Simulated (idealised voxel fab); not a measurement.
The process module presented herein is designated voxel capacitor over wiring.
It is cross-section cut that appears here, measuring 205 nm in width, its square cells being 5 nm in size.
Each cross-section below is a grid of square cells, stated as bands in top-down order, with one or more rows of cells making up each band.
Look at the band entry: it leads with the top's height and the bottom's height in nm. Then it lists the materials left to right, with a width in nm for each. The word "all across" on a single material says that material fills the band edge to edge. The word "blank" is empty space.
Height is counted from the level 0, under which the received wafer is composed throughout of one material. The lowest of the bands is not closed at the bottom but continues downward, in the notation "0 -> down".
A two-number width, for instance "30->40", indicates that the width is equal to the first number in the top row of the band and to the second number in the bottom row, and that it changes by a constant amount per row of cells.
What does "no alterations made" mean for a step? It means no cell of the cross-section changed in that step.
Closed void inventory: empty space of 8 cells or more with no open way to the top, each as width x height at its distance from the left edge, in nm
Heads up: the bit after the settings on a step's line is the simulator's remark on that step.
Steps that use a mask can have "overlay nm" on their line. It says how far the mask sat to the right of where it was meant to be. Negative means to the left.
These are the steps we planned for the process:
1,RECEIVE,material Si
2,CONFORMAL_DEP,material SiO2,thk nm 10
3,CONFORMAL_DEP,material SiCN,thk nm 5
4,DIRECTIONAL_DEP,material lowk,thk nm 25
5,MASKED_ETCH,tone open,mask id METAL_1,width nm 25,pitch nm 90,etch materials lowk,depth nm 25,overlay nm 0
6,MASKED_ETCH,tone open,mask id METAL_1,width nm 25,pitch nm 90,etch materials SiCN,depth nm 5,overlay nm 0
7,CONFORMAL_DEP,material TiN,thk nm 5
8,FILL_DEP,material Cu,thk nm 5
9,CMP,height nm 40
10,CONFORMAL_DEP,material SiCN,thk nm 5
11,DIRECTIONAL_DEP,material lowk,thk nm 10
12,MASKED_ETCH,tone open,mask id PLUG_1,width nm 15,etch materials lowk,depth nm 10,overlay nm 0
13,MASKED_ETCH,tone open,mask id PLUG_1,width nm 15,etch materials SiCN,depth nm 5,overlay nm 0
14,CONFORMAL_DEP,material TiN,thk nm 5
15,FILL_DEP,material Ru,thk nm 5
16,CMP,height nm 55
17,DIRECTIONAL_DEP,material TiN,thk nm 10
18,DIRECTIONAL_DEP,material SiN,thk nm 5
19,DIRECTIONAL_DEP,material TiN,thk nm 10
20,PATTERN,tone cover,mask id UPPER_PLATE,material resist,width nm 70,thk nm 15,overlay nm 0
21,DIRECTIONAL_ETCH,etch materials TiN,depth nm 10
22,DIRECTIONAL_ETCH,etch materials SiN,depth nm 5
23,STRIP,etch materials resist
24,PATTERN,tone cover,mask id LOWER_PLATE,material resist,width nm 80,thk nm 20,overlay nm 0
25,DIRECTIONAL_ETCH,etch materials TiN,depth nm 10
26,STRIP,etch materials resist
27,FILL_DEP,material SiO2,thk nm 20
28,CMP,height nm 95
29,PATTERN,tone open,mask id PLUG_2,material resist,width nm 15,thk nm 20,overlay nm 0
30,DIRECTIONAL_ETCH,etch materials SiO2,depth nm 15
31,STRIP,etch materials resist
32,CONFORMAL_DEP,material TiN,thk nm 5
33,FILL_DEP,material Ru,thk nm 10
34,CMP,height nm 95
35,CONFORMAL_DEP,material SiN,thk nm 5
Cross-section: wafer on arrival = after step 1:
0 -> down: Si all across
Closed void inventory: none
Module complete - cross-section of the first of two wafers, run according to plan:
100 -> 95: SiN all across
95 -> 85: 65 of SiO2 | 5 of TiN | 5 of Ru | 5 of TiN | 125 of SiO2
85 -> 80: 65 of SiO2 | 15 of TiN | 125 of SiO2
80 -> 70: 55 of SiO2 | 70 of TiN | 80 of SiO2
70 -> 65: 55 of SiO2 | 70 of SiN | 80 of SiO2
65 -> 55: 50 of SiO2 | 80 of TiN | 75 of SiO2
55 -> 45: 55 of lowk | 5 of TiN | 5 of Ru | 5 of TiN | 135 of lowk
45 -> 40: 55 of SiCN | 15 of TiN | 135 of SiCN
40 -> 15: 45 of lowk | 5 of TiN | 15 of Cu | 5 of TiN | 65 of lowk | 5 of TiN | 15 of Cu | 5 of TiN | 45 of lowk
15 -> 10: 45 of SiCN | 25 of TiN | 65 of SiCN | 25 of TiN | 45 of SiCN
10 -> 0: SiO2 all across
0 -> down: Si all across
Closed void inventory: none
Cross-sectional view: second of two wafers, end of module; start and plan identical to the first, one mistake in running:
100 -> 95: SiN all across
95 -> 85: 65 of SiO2 | 5 of TiN | 5 of Ru | 5 of TiN | 125 of SiO2
85 -> 80: 65 of SiO2 | 15 of TiN | 125 of SiO2
80 -> 70: 50 of SiO2 | 5 of TiN | 70 of SiO2 | 5 of TiN | 75 of SiO2
70 -> 65: 55 of SiN | 70 of SiO2 | 80 of SiN
65 -> 55: TiN all across
55 -> 45: 55 of lowk | 5 of TiN | 5 of Ru | 5 of TiN | 135 of lowk
45 -> 40: 55 of SiCN | 15 of TiN | 135 of SiCN
40 -> 15: 45 of lowk | 5 of TiN | 15 of Cu | 5 of TiN | 65 of lowk | 5 of TiN | 15 of Cu | 5 of TiN | 45 of lowk
15 -> 10: 45 of SiCN | 25 of TiN | 65 of SiCN | 25 of TiN | 45 of SiCN
10 -> 0: SiO2 all across
0 -> down: Si all across
Closed void inventory: none
It is concluded that the wafer was processed incorrectly with respect to the plan, in that step 20 ran with different settings than intended, the actual operation and settings being PATTERN,tone open,mask id UPPER_PLATE,material resist,width nm 70,thk nm 15,overlay nm 0
Final comparison by cell count, materials where the second wafer has more or fewer than the first: +13 SiN, -39 SiO2, +26 TiN
